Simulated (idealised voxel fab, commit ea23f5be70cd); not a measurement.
Module name: voxel gate over fins (process module)
We display cut, a cross-section 175 nm in width whose square cells are each 5 nm.
We lay out every cross-section as a grid of square cells and spell it out in bands from the top down, where one band means one or more rows of cells. For a band, the entry starts with two heights in nm, that of the top and then that of the bottom, and carries on with the band's materials in order from left to right, each alongside its width in nm; the word "full width" beside a single material means it fills the band edge to edge, and "air" means empty space. Height is counted from the level 0, under which the received wafer is composed throughout of one material. The lowest of the bands is not closed at the bottom but continues downward, in the notation "0 nm and below". The two numbers in a width such as "30..40" mark its ends across the band: the first belongs to the top row of cells, the second to the bottom row, and from each row to the next the width moves by the same amount. Step note "stayed the same" = no cross-section cell changed. Entry "Non-vented voids" = empty spaces >= 8 cells with no open way to the top; each as width x height at distance, distance from left edge, all nm. Anything after a step's settings on that line? It's the simulator's own note about the step. overlay nm: mask right of planned place by this much (step with mask). Neg. = left.

[This section lists the process steps that were planned]
| 1 | RECEIVE,material Si |
| 2 | CONFORMAL_DEP,material SiN,thk nm 10 |
| 3 | PATTERN,tone cover,mask id FINS,material resist,width nm 15,pitch nm 35,thk nm 15,overlay nm 0 |
| 4 | DIRECTIONAL_ETCH,etch materials SiN,depth nm 10 |
| 5 | DIRECTIONAL_ETCH,etch materials Si,depth nm 30 |
| 6 | STRIP,etch materials resist |
| 7 | OXIDIZE,depth nm 5 |
| 8 | FILL_DEP,material SiO2,thk nm 10 |
| 9 | CMP,height nm 10 |
| 10 | SELECTIVE_ETCH,etch materials SiO2,depth nm 20 |
| 11 | STRIP,etch materials SiN |
| 12 | CONFORMAL_DEP,material HfO2,thk nm 5 |
| 13 | CONFORMAL_DEP,material TiN,thk nm 5 |
| 14 | CONFORMAL_DEP,material TiAl,thk nm 5 |
| 15 | CONFORMAL_DEP,material TiN,thk nm 5 |
| 16 | FILL_DEP,material W,thk nm 15 |
| 17 | CMP,height nm 30 |
| 18 | CONFORMAL_DEP,material SiN,thk nm 5 |

[Shown in cross-section is the wafer as received, that is, as it stands after step 1]
    0 nm and below: Si full width
    Non-vented voids: none

[Cross-sectional view of the first of the two wafers upon completion of the module, processed in accordance with the plan]
    35 nm to 30 nm: SiN full width
    30 nm to 20 nm: W full width
    20 nm to 15 nm: 10 W, then 150 TiN, then 15 W
    15 nm to 10 nm: 10 W, then 5 TiN, then 140 TiAl, then 5 TiN, then 15 W
    10 nm to 5 nm: 15 TiN, then 5 TiAl, then 25 TiN, then 10 TiAl, then 25 TiN, then 10 TiAl, then 25 TiN, then 10 TiAl, then 25 TiN, then 5 TiAl, then 20 TiN
    5 nm to 0 nm: 20 TiAl, then 5 TiN, then 15 HfO2, then 5 TiN, then 10 TiAl, then 5 TiN, then 15 HfO2, then 5 TiN, then 10 TiAl, then 5 TiN, then 15 HfO2, then 5 TiN, then 10 TiAl, then 5 TiN, then 15 HfO2, then 5 TiN, then 25 TiAl
    0 nm to -5 nm: 25 TiN, then 5 HfO2, then 5 Si, then 5 HfO2, then 20 TiN, then 5 HfO2, then 5 Si, then 5 HfO2, then 20 TiN, then 5 HfO2, then 5 Si, then 5 HfO2, then 20 TiN, then 5 HfO2, then 5 Si, then 5 HfO2, then 30 TiN
    -5 nm to -10 nm: 30 HfO2, then 5 Si, then 30 HfO2, then 5 Si, then 30 HfO2, then 5 Si, then 30 HfO2, then 5 Si, then 35 HfO2
    -10 nm to -35 nm: 30 SiO2, then 5 Si, then 30 SiO2, then 5 Si, then 30 SiO2, then 5 Si, then 30 SiO2, then 5 Si, then 35 SiO2
    -35 nm and below: Si full width
    Non-vented voids: none

[Second wafer cross-section at end of module - shared start and plan with the first, one mistake in the run]
    35 nm to 30 nm: SiN full width
    30 nm to 20 nm: W full width
    20 nm to 15 nm: TiN full width
    15 nm to 10 nm: TiAl full width
    10 nm to 5 nm: 30 TiN, then 5 TiAl, then 30 TiN, then 5 TiAl, then 30 TiN, then 5 TiAl, then 30 TiN, then 5 TiAl, then 35 TiN
    5 nm to 0 nm: 25 HfO2, then 5 TiN, then 5 TiAl, then 5 TiN, then 20 HfO2, then 5 TiN, then 5 TiAl, then 5 TiN, then 20 HfO2, then 5 TiN, then 5 TiAl, then 5 TiN, then 20 HfO2, then 5 TiN, then 5 TiAl, then 5 TiN, then 30 HfO2
    0 nm to -5 nm: 20 Si, then 5 HfO2, then 15 TiN, then 5 HfO2, then 10 Si, then 5 HfO2, then 15 TiN, then 5 HfO2, then 10 Si, then 5 HfO2, then 15 TiN, then 5 HfO2, then 10 Si, then 5 HfO2, then 15 TiN, then 5 HfO2, then 25 Si
    -5 nm to -10 nm: 20 Si, then 25 HfO2, then 10 Si, then 25 HfO2, then 10 Si, then 25 HfO2, then 10 Si, then 25 HfO2, then 25 Si
    -10 nm to -35 nm: 20 Si, then 25 SiO2, then 10 Si, then 25 SiO2, then 10 Si, then 25 SiO2, then 10 Si, then 25 SiO2, then 25 Si
    -35 nm and below: Si full width
    Non-vented voids: none
It is concluded that the wafer was processed incorrectly with respect to the plan, in that step 3 deviated from plan and actually ran as PATTERN,tone open,mask id FINS,material resist,width nm 15,pitch nm 35,thk nm 15,overlay nm 0
Counted in cells at the end, the second wafer holds more or fewer of these materials than the first: 77 more of Si; 55 fewer of SiO2; 8 fewer of TiAl; 4 fewer of TiN; 10 fewer of W
